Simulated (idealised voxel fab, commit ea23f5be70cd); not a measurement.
Title: Process Module voxel ribs on slabs
Section cut is 250 nm wide and gridded with 5 nm square cells.
Cross-section, as written here: a square-cell grid given band by band from the top down, where a band holds one or more rows of cells. Read a band's entry like this: the first values are the height of its top and the height of its bottom in nm, and what follows is the sequence of materials from left to right, each with its width in nm. Note that "empty" is empty space, and that a single material marked "throughout" reaches across the band from edge to edge. Height datum 0, below which the as-received substrate wafer is one material. Lowest band open at the bottom, running downward: "z 0 and below". A two-number width, for instance "30..40", indicates that the width is equal to the first number in the top row of the band and to the second number in the bottom row, and that it changes by a constant amount per row of cells. "remained unchanged" for a step: no cell of the cross-section changed in that step. Listed in "Enclosed cavities": every empty space of 8 or more cells without an open way to the top. Form: width x height at distance, the distance being from the left edge, all in nm. Formally, on a step line, whatever follows the settings is a remark that the simulator itself makes on the step. Among the settings permitted on a step's line is "overlay nm"; applied to a step with a mask, it specifies the extent to which the mask lay to the right of its planned position, whereas a negative figure signifies a position to the left.

[The following list gives the planned process steps]
1) op RECEIVE | material Si
2) op DIRECTIONAL_DEP | material SiO2 | thk nm 20
3) op DIRECTIONAL_DEP | material SiN | thk nm 25
4) op PATTERN | tone cover | mask id RIB | material resist | width nm 25 | thk nm 15 | overlay nm 0
5) op DIRECTIONAL_ETCH | etch materials SiN | depth nm 5
6) op STRIP | etch materials resist
7) op DIRECTIONAL_DEP | material aC | thk nm 10
8) op PATTERN | tone cover | mask id SLAB | material resist | width nm 55 | thk nm 25 | overlay nm 0
9) op DIRECTIONAL_ETCH | etch materials aC | depth nm 10
10) op STRIP | etch materials resist
11) op DIRECTIONAL_ETCH | etch materials SiN | depth nm 20
12) op STRIP | etch materials aC
13) op FILL_DEP | material SiO2 | thk nm 25
14) op CMP | height nm 65
15) op DIRECTIONAL_DEP | material TiN | thk nm 10
16) op DIRECTIONAL_DEP | material aC | thk nm 15
17) op PATTERN | tone cover | mask id HEATER | material resist | width nm 35 | thk nm 35 | overlay nm 0
18) op DIRECTIONAL_ETCH | etch materials aC | depth nm 15
19) op STRIP | etch materials resist
20) op DIRECTIONAL_ETCH | etch materials TiN | depth nm 10
21) op STRIP | etch materials aC
22) op CONFORMAL_DEP | material SiN | thk nm 10

[What follows covers the first of two wafers; it ran as planned]

[Wafer as received: cross-section following step 1]
z 0 and below | Si throughout
Enclosed cavities: none

[Wafer xsec, post step 2]
z 20 to 0 | SiO2 throughout
below 0: unchanged

[Wafer xsec, post step 3]
z 45 to 20 | SiN throughout
below 20: unchanged

[Wafer xsec, post step 4]
z 60 to 45 | empty 110 nm  resist 25 nm  empty 115 nm
below 45: unchanged

[Wafer xsec, post step 5]
z 60 to 45 | empty 110 nm  resist 25 nm  empty 115 nm
z 45 to 40 | empty 110 nm  SiN 25 nm  empty 115 nm
below 40: unchanged

[Wafer xsec, post step 6]
z 45 to 40 | empty 110 nm  SiN 25 nm  empty 115 nm
below 40: unchanged

[Wafer xsec, post step 7]
z 55 to 50 | empty 110 nm  aC 25 nm  empty 115 nm
z 50 to 45 | aC throughout
z 45 to 40 | aC 110 nm  SiN 25 nm  aC 115 nm
below 40: unchanged

[Wafer xsec, post step 8]
z 80 to 55 | empty 95 nm  resist 55 nm  empty 100 nm
z 55 to 50 | empty 95 nm  resist 15 nm  aC 25 nm  resist 15 nm  empty 100 nm
below 50: unchanged

[Wafer xsec, post step 9]
z 70 to 55 | empty 95 nm  resist 55 nm  empty 100 nm
z 55 to 50 | empty 95 nm  resist 15 nm  aC 25 nm  resist 15 nm  empty 100 nm
z 50 to 45 | empty 95 nm  aC 55 nm  empty 100 nm
z 45 to 40 | empty 95 nm  aC 15 nm  SiN 25 nm  aC 15 nm  empty 100 nm
below 40: unchanged

[Wafer xsec, post step 10]
z 55 to 45 | empty 110..95 nm  aC 25..55 nm  empty 115..100 nm
below 45: unchanged

[Wafer xsec, post step 11]
z 55 to 45 | empty 110..95 nm  aC 25..55 nm  empty 115..100 nm
z 45 to 40 | empty 95 nm  aC 15 nm  SiN 25 nm  aC 15 nm  empty 100 nm
z 40 to 20 | empty 95 nm  SiN 55 nm  empty 100 nm
below 20: unchanged

[Wafer xsec, post step 12]
z 45 to 40 | empty 110 nm  SiN 25 nm  empty 115 nm
below 40: unchanged

[Wafer xsec, post step 13]
z 70 to 45 | SiO2 throughout
z 45 to 40 | SiO2 110 nm  SiN 25 nm  SiO2 115 nm
z 40 to 20 | SiO2 95 nm  SiN 55 nm  SiO2 100 nm
below 20: unchanged

[Wafer xsec, post step 14]
z 65 to 45 | SiO2 throughout
below 45: unchanged

[Wafer xsec, post step 15]
z 75 to 65 | TiN throughout
below 65: unchanged

[Wafer xsec, post step 16]
z 90 to 75 | aC throughout
below 75: unchanged

[Wafer xsec, post step 17]
z 125 to 90 | empty 105 nm  resist 35 nm  empty 110 nm
below 90: unchanged

[Wafer xsec, post step 18]
z 110 to 90 | empty 105 nm  resist 35 nm  empty 110 nm
z 90 to 75 | empty 105 nm  aC 35 nm  empty 110 nm
below 75: unchanged

[Wafer xsec, post step 19]
z 90 to 75 | empty 105 nm  aC 35 nm  empty 110 nm
below 75: unchanged

[Wafer xsec, post step 20]
z 90 to 75 | empty 105 nm  aC 35 nm  empty 110 nm
z 75 to 65 | empty 105 nm  TiN 35 nm  empty 110 nm
below 65: unchanged

[Wafer xsec, post step 21]
z 75 to 65 | empty 105 nm  TiN 35 nm  empty 110 nm
below 65: unchanged

[Wafer xsec, post step 22]
z 85 to 75 | empty 95 nm  SiN 55 nm  empty 100 nm
z 75 to 65 | SiN 105 nm  TiN 35 nm  SiN 110 nm
below 65: unchanged

[The second wafer was prepared from the same starting point and under the same plan as the first; its processing contained one mistake, and it remains indistinguishable from the first wafer up to and including step 1]

[Second wafer profile in section, at the moment step 2 of the plan was meant to be complete]
z 40 to 0 | SiO2 throughout
below 0: unchanged

[Second wafer profile in section, at the moment step 3 of the plan was meant to be complete]
z 65 to 40 | SiN throughout
below 40: unchanged

[Second wafer profile in section, at the moment step 4 of the plan was meant to be complete]
z 80 to 65 | empty 110 nm  resist 25 nm  empty 115 nm
below 65: unchanged

[Second wafer profile in section, at the moment step 5 of the plan was meant to be complete]
z 80 to 65 | empty 110 nm  resist 25 nm  empty 115 nm
z 65 to 60 | empty 110 nm  SiN 25 nm  empty 115 nm
below 60: unchanged

[Second wafer profile in section, at the moment step 6 of the plan was meant to be complete]
z 65 to 60 | empty 110 nm  SiN 25 nm  empty 115 nm
below 60: unchanged

[Second wafer profile in section, at the moment step 7 of the plan was meant to be complete]
z 75 to 70 | empty 110 nm  aC 25 nm  empty 115 nm
z 70 to 65 | aC throughout
z 65 to 60 | aC 110 nm  SiN 25 nm  aC 115 nm
below 60: unchanged

[Second wafer profile in section, at the moment step 8 of the plan was meant to be complete]
z 100 to 75 | empty 95 nm  resist 55 nm  empty 100 nm
z 75 to 70 | empty 95 nm  resist 15 nm  aC 25 nm  resist 15 nm  empty 100 nm
below 70: unchanged

[Second wafer profile in section, at the moment step 9 of the plan was meant to be complete]
z 90 to 75 | empty 95 nm  resist 55 nm  empty 100 nm
z 75 to 70 | empty 95 nm  resist 15 nm  aC 25 nm  resist 15 nm  empty 100 nm
z 70 to 65 | empty 95 nm  aC 55 nm  empty 100 nm
z 65 to 60 | empty 95 nm  aC 15 nm  SiN 25 nm  aC 15 nm  empty 100 nm
below 60: unchanged

[Second wafer profile in section, at the moment step 10 of the plan was meant to be complete]
z 75 to 65 | empty 110..95 nm  aC 25..55 nm  empty 115..100 nm
below 65: unchanged

[Second wafer profile in section, at the moment step 11 of the plan was meant to be complete]
z 75 to 65 | empty 110..95 nm  aC 25..55 nm  empty 115..100 nm
z 65 to 60 | empty 95 nm  aC 15 nm  SiN 25 nm  aC 15 nm  empty 100 nm
z 60 to 40 | empty 95 nm  SiN 55 nm  empty 100 nm
below 40: unchanged

[Second wafer profile in section, at the moment step 12 of the plan was meant to be complete]
z 65 to 60 | empty 110 nm  SiN 25 nm  empty 115 nm
below 60: unchanged

[Second wafer profile in section, at the moment step 13 of the plan was meant to be complete]
z 90 to 65 | SiO2 throughout
z 65 to 60 | SiO2 110 nm  SiN 25 nm  SiO2 115 nm
z 60 to 40 | SiO2 95 nm  SiN 55 nm  SiO2 100 nm
below 40: unchanged

[Second wafer profile in section, at the moment step 14 of the plan was meant to be complete]
z 65 to 60 | SiO2 110 nm  SiN 25 nm  SiO2 115 nm
below 60: unchanged

[Second wafer profile in section, at the moment step 15 of the plan was meant to be complete]
z 75 to 65 | TiN throughout
below 65: unchanged

[Second wafer profile in section, at the moment step 16 of the plan was meant to be complete]
z 90 to 75 | aC throughout
below 75: unchanged

[Second wafer profile in section, at the moment step 17 of the plan was meant to be complete]
z 125 to 90 | empty 105 nm  resist 35 nm  empty 110 nm
below 90: unchanged

[Second wafer profile in section, at the moment step 18 of the plan was meant to be complete]
z 110 to 90 | empty 105 nm  resist 35 nm  empty 110 nm
z 90 to 75 | empty 105 nm  aC 35 nm  empty 110 nm
below 75: unchanged

[Second wafer profile in section, at the moment step 19 of the plan was meant to be complete]
z 90 to 75 | empty 105 nm  aC 35 nm  empty 110 nm
below 75: unchanged

[Second wafer profile in section, at the moment step 20 of the plan was meant to be complete]
z 90 to 75 | empty 105 nm  aC 35 nm  empty 110 nm
z 75 to 65 | empty 105 nm  TiN 35 nm  empty 110 nm
below 65: unchanged

[Second wafer profile in section, at the moment step 21 of the plan was meant to be complete]
z 75 to 65 | empty 105 nm  TiN 35 nm  empty 110 nm
below 65: unchanged

[Second wafer profile in section, at the moment step 22 of the plan was meant to be complete]
z 85 to 75 | empty 95 nm  SiN 55 nm  empty 100 nm
z 75 to 65 | SiN 105 nm  TiN 35 nm  SiN 110 nm
below 65: unchanged
Where did the run depart from the plan? step 2 of the plan was performed twice
Heads up: at the end the two wafers have identical cell counts per material, they're just laid out differently.
